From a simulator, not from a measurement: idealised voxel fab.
Name of the process module below: voxel double patterning
We display cut, a cross-section 200 nm in width whose square cells are each 5 nm.
Reading order for cross-sections: top band down to bottom band. Underlying form: a grid of square cells. Band size: one or more rows of cells. A band entry consists of two parts. The first gives the height of the band's top and the height of its bottom, in nm. The rest lists the band's materials from left to right, each with its width in nm. A single material labelled with the word "throughout" fills the band from edge to edge, and the word "empty" marks empty space. Below 0: as-received wafer, all one material; heights counted from there. Lowest band: no bottom, goes on down, written "0 down". Width spec "30->40" -> top row of cells at first value, bottom row at second value, equal per-row change in between. The cross-section has no changed cell in any step marked "no change". In the "Closed void inventory" entry, you get each enclosed empty space of 8 cells or more, one with no open way to the top, written width x height at distance, distance from the left edge, in nm. Whatever follows a step's settings on its line is a remark the simulator itself makes about that step. "overlay nm" on a masked step: distance the mask lay right of its planned place, negative for left.

SO HERE'S THE LINEUP OF PROCESS STEPS WE PLANNED
1,RECEIVE [material Si]
2,CONFORMAL_DEP [material SiO2] [thk nm 10]
3,DIRECTIONAL_DEP [material TiN] [thk nm 20]
4,DIRECTIONAL_DEP [material SiN] [thk nm 5]
5,MASKED_ETCH [tone open] [mask id FIRST] [width nm 15] [pitch nm 50] [etch materials SiN] [depth nm 5] [overlay nm 0]
6,DIRECTIONAL_DEP [material aC] [thk nm 15]
7,PATTERN [tone open] [mask id SECOND] [material resist] [width nm 15] [thk nm 35] [overlay nm 0]
8,DIRECTIONAL_ETCH [etch materials aC] [depth nm 15]
9,STRIP [etch materials resist]
10,DIRECTIONAL_ETCH [etch materials SiN] [depth nm 5]
11,STRIP [etch materials aC]
12,DIRECTIONAL_ETCH [etch materials TiN] [depth nm 20]
13,STRIP [etch materials SiN]

AS-RECEIVED STATE OF THE WAFER IN CROSS-SECTION, EQUIVALENT TO POST-STEP 1
- 0 down: Si throughout
- Closed void inventory: none

FIRST WAFER OF TWO, SECTIONED AT END OF MODULE; RUN WENT PER PLAN
- 30 to 10: TiN (65); empty (15); TiN (10); empty (15); TiN (10); empty (15); TiN (70)
- 10 to 0: SiO2 throughout
- 0 down: Si throughout
- Closed void inventory: none

WAFER TWO (OF TWO), END-OF-MODULE CROSS-SECTION: START = WAFER ONE, PLAN = WAFER ONE, ONE RUN MISTAKE
- 30 to 10: TiN (65); empty (20); TiN (5); empty (15); TiN (10); empty (20); TiN (65)
- 10 to 0: SiO2 throughout
- 0 down: Si throughout
- Closed void inventory: none
Short version of what went wrong: step 5 off recipe, ran as MASKED_ETCH [tone open] [mask id FIRST] [width nm 20] [pitch nm 50] [etch materials SiN] [depth nm 5] [overlay nm 0]
End check, counted in cells, second wafer has more or fewer of these materials than the first: TiN -8
